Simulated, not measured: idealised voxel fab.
Process module in this document: voxel lift off
We display cut, a cross-section 235 nm in width whose square cells are each 5 nm.
How to read a cross-section here: the picture is a grid of square cells, written as bands going from the top down, and any band can span one or more rows of cells.
The band entry comprises the height of the band's top followed by the height of its bottom, expressed in nm, and subsequently the band's materials from left to right, each stated together with its width in nm. Where a single material is marked with the word "everywhere", that material fills the band from edge to edge. The word "empty" represents empty space.
Measure heights from 0. That's the level where, below it, the as-received wafer is all one material. The lowest band is bottomless and extends downward; write it as in "0..down".
The width entry "30..40" should be interpreted row by row: the top row of cells in the band takes the first number, the bottom row takes the second number, and the change between adjacent rows is uniform throughout.
Take "no change" at face value: in the step it is given for, the cross-section changed in none of its cells.
Look at "Enclosed void entries" for the closed voids: empty spaces with no open path to the top, sized 8 cells or up. Each is width x height at distance, distance from the left edge, all nm.
Whatever follows a step's settings on its line is a remark the simulator itself makes about that step.
The line of a step may include "overlay nm". On a step with a mask, this value is how far to the right of its planned place the mask lay. A negative value means the mask lay to the left.
**Steps planned for the process**
1. op RECEIVE | material Si
2. op CONFORMAL_DEP | material SiN | thk nm 10
3. op PATTERN | tone open | mask id LINES | material resist | width nm 25 | pitch nm 40 | thk nm 30 | overlay nm 0
4. op DIRECTIONAL_DEP | material Ru | thk nm 15
5. op STRIP | etch materials resist
6. op CONFORMAL_DEP | material SiCN | thk nm 10
**First wafer of two (run as planned)**
**Incoming wafer, cross-sectional view, post step 1**
	0..down | Si everywhere
	Enclosed void entries: none
**Step 2 complete: cross-section through the wafer**
	10..0 | SiN everywhere
	below 0: unchanged
**Step 3 complete: cross-section through the wafer**
	40..10 | resist: 85  empty: 25  resist: 15  empty: 25  resist: 85
	below 10: unchanged
**Step 4 complete: cross-section through the wafer**
	55..40 | Ru: 85  empty: 25  Ru: 15  empty: 25  Ru: 85
	40..25 | resist: 85  empty: 25  resist: 15  empty: 25  resist: 85
	25..10 | resist: 85  Ru: 25  resist: 15  Ru: 25  resist: 85
	below 10: unchanged
**Step 5 complete: cross-section through the wafer**
	25..10 | empty: 85  Ru: 25  empty: 15  Ru: 25  empty: 85
	below 10: unchanged
**Step 6 complete: cross-section through the wafer**
	35..25 | empty: 75  SiCN: 85  empty: 75
	25..20 | empty: 75  SiCN: 10  Ru: 25  SiCN: 15  Ru: 25  SiCN: 10  empty: 75
	20..10 | SiCN: 85  Ru: 25  SiCN: 15  Ru: 25  SiCN: 85
	below 10: unchanged
**What follows concerns the second wafer, which started out like the first and was meant to follow the very same plan; one mistake crept in when it was run, but everything up to and including step 4 is the same as for the first wafer**
**Second wafer, sectioned view, at step 5's planned end time**
	25..10 | empty: 85  Ru: 25  empty: 15  Ru: 25  empty: 85
	below 10: unchanged
**Second wafer, sectioned view, at step 6's planned end time**
	35..25 | empty: 75  SiCN: 85  empty: 75
	25..20 | empty: 75  SiCN: 10  Ru: 25  SiCN: 15  Ru: 25  SiCN: 10  empty: 75
	20..10 | SiCN: 85  Ru: 25  SiCN: 15  Ru: 25  SiCN: 85
	below 10: unchanged
Plan not followed: step 5 of the plan was twice carried out
The final cross-section is the same for the two wafers, so this model computes the same thing whether or not the mistake was made.
